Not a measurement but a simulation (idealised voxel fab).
Module name: voxel tone inversion (process module)
Cross-sectional view cut (width: 285 nm; square cell size: 5 nm).
Notation: cross-section as square-cell grid; stated in bands, top first, going down; one or more cell rows per band. Band entry format. Leading values: height of top, height of bottom, nm. Remainder: materials in left-to-right order, each with its width in nm. Special words: "all across" on a single material, which then fills the band edge to edge; "air", empty space. Counting heights begins at 0, where everything beneath is, in the wafer as received, one material. The lowest band has no bottom; it goes on downwards, as "0 and below" shows. With a width like "30..40", each row of cells in the band differs from the next by the same amount, the top row carrying the first number and the bottom row the second. It should be understood that the words "no alteration", when stated for a given step, signify that the cross-section underwent no change in any of its cells during that step. Empty spaces counting at least 8 cells and having no open way to the top are listed in "Unvented voids". The notation width x height at distance is used for each, the distance being from the left edge and all three values in nm. On each step's line, the part that comes after the settings is the simulator's own comment on the step. overlay nm: right-of-plan distance of the mask on a masked step; negative values mean left-of-plan.

The process steps that were planned are listed below
- 1: RECEIVE: material Si
- 2: CONFORMAL_DEP: material SiCN, thk nm 5
- 3: DIRECTIONAL_DEP: material aC, thk nm 20
- 4: PATTERN: tone cover, mask id POSTS, material resist, width nm 25, pitch nm 50, thk nm 30, overlay nm 0
- 5: DIRECTIONAL_ETCH: etch materials aC, depth nm 20
- 6: STRIP: etch materials resist
- 7: FILL_DEP: material lowk, thk nm 10
- 8: CMP: height nm 25
- 9: STRIP: etch materials aC
- 10: CONFORMAL_DEP: material TiN, thk nm 5
- 11: FILL_DEP: material Ru, thk nm 10
- 12: CMP: height nm 25
- 13: CONFORMAL_DEP: material SiCN, thk nm 5

First of the two wafers, run per plan

Wafer as received: cross-section following step 1
0 and below | Si all across
Unvented voids: none

Once step 2 is through, the wafer looks like this in cross-section
5 down to 0 | SiCN all across
No changes below 0.

Once step 3 is through, the wafer looks like this in cross-section
25 down to 5 | aC all across
No changes below 5.

Once step 4 is through, the wafer looks like this in cross-section
55 down to 25 | air 80 nm | resist 25 nm | air 25 nm | resist 25 nm | air 25 nm | resist 25 nm | air 80 nm
No changes below 25.

Once step 5 is through, the wafer looks like this in cross-section
35 down to 25 | air 80 nm | resist 25 nm | air 25 nm | resist 25 nm | air 25 nm | resist 25 nm | air 80 nm
25 down to 5 | air 80 nm | aC 25 nm | air 25 nm | aC 25 nm | air 25 nm | aC 25 nm | air 80 nm
No changes below 5.

Once step 6 is through, the wafer looks like this in cross-section
25 down to 5 | air 80 nm | aC 25 nm | air 25 nm | aC 25 nm | air 25 nm | aC 25 nm | air 80 nm
No changes below 5.

Once step 7 is through, the wafer looks like this in cross-section
35 down to 25 | lowk all across
25 down to 5 | lowk 80 nm | aC 25 nm | lowk 25 nm | aC 25 nm | lowk 25 nm | aC 25 nm | lowk 80 nm
No changes below 5.

Once step 8 is through, the wafer looks like this in cross-section
25 down to 5 | lowk 80 nm | aC 25 nm | lowk 25 nm | aC 25 nm | lowk 25 nm | aC 25 nm | lowk 80 nm
No changes below 5.

Once step 9 is through, the wafer looks like this in cross-section
25 down to 5 | lowk 80 nm | air 25 nm | lowk 25 nm | air 25 nm | lowk 25 nm | air 25 nm | lowk 80 nm
No changes below 5.

Once step 10 is through, the wafer looks like this in cross-section
30 down to 25 | TiN 85 nm | air 15 nm | TiN 35 nm | air 15 nm | TiN 35 nm | air 15 nm | TiN 85 nm
25 down to 10 | lowk 80 nm | TiN 5 nm | air 15 nm | TiN 5 nm | lowk 25 nm | TiN 5 nm | air 15 nm | TiN 5 nm | lowk 25 nm | TiN 5 nm | air 15 nm | TiN 5 nm | lowk 80 nm
10 down to 5 | lowk 80 nm | TiN 25 nm | lowk 25 nm | TiN 25 nm | lowk 25 nm | TiN 25 nm | lowk 80 nm
No changes below 5.

Once step 11 is through, the wafer looks like this in cross-section
40 down to 30 | Ru all across
30 down to 25 | TiN 85 nm | Ru 15 nm | TiN 35 nm | Ru 15 nm | TiN 35 nm | Ru 15 nm | TiN 85 nm
25 down to 10 | lowk 80 nm | TiN 5 nm | Ru 15 nm | TiN 5 nm | lowk 25 nm | TiN 5 nm | Ru 15 nm | TiN 5 nm | lowk 25 nm | TiN 5 nm | Ru 15 nm | TiN 5 nm | lowk 80 nm
No changes below 10.

Once step 12 is through, the wafer looks like this in cross-section
25 down to 10 | lowk 80 nm | TiN 5 nm | Ru 15 nm | TiN 5 nm | lowk 25 nm | TiN 5 nm | Ru 15 nm | TiN 5 nm | lowk 25 nm | TiN 5 nm | Ru 15 nm | TiN 5 nm | lowk 80 nm
No changes below 10.

Once step 13 is through, the wafer looks like this in cross-section
30 down to 25 | SiCN all across
No changes below 25.

Now the other wafer: same start, same recipe, but we messed up one thing when running it. Up to and including step 11 it's the same as the first one

Cross-section of the second wafer at the time by which step 12 should have been completed according to the plan
25 down to 10 | lowk 80 nm | TiN 5 nm | Ru 15 nm | TiN 5 nm | lowk 25 nm | TiN 5 nm | Ru 15 nm | TiN 5 nm | lowk 25 nm | TiN 5 nm | Ru 15 nm | TiN 5 nm | lowk 80 nm
No changes below 10.

Cross-section of the second wafer at the time by which step 13 should have been completed according to the plan
30 down to 25 | SiCN all across
No changes below 25.
Deviation noted in wafer processing: step 12, plan: ran twice
Final cross-sections of the two wafers are identical, so the mistake has no effect on what this model computes.
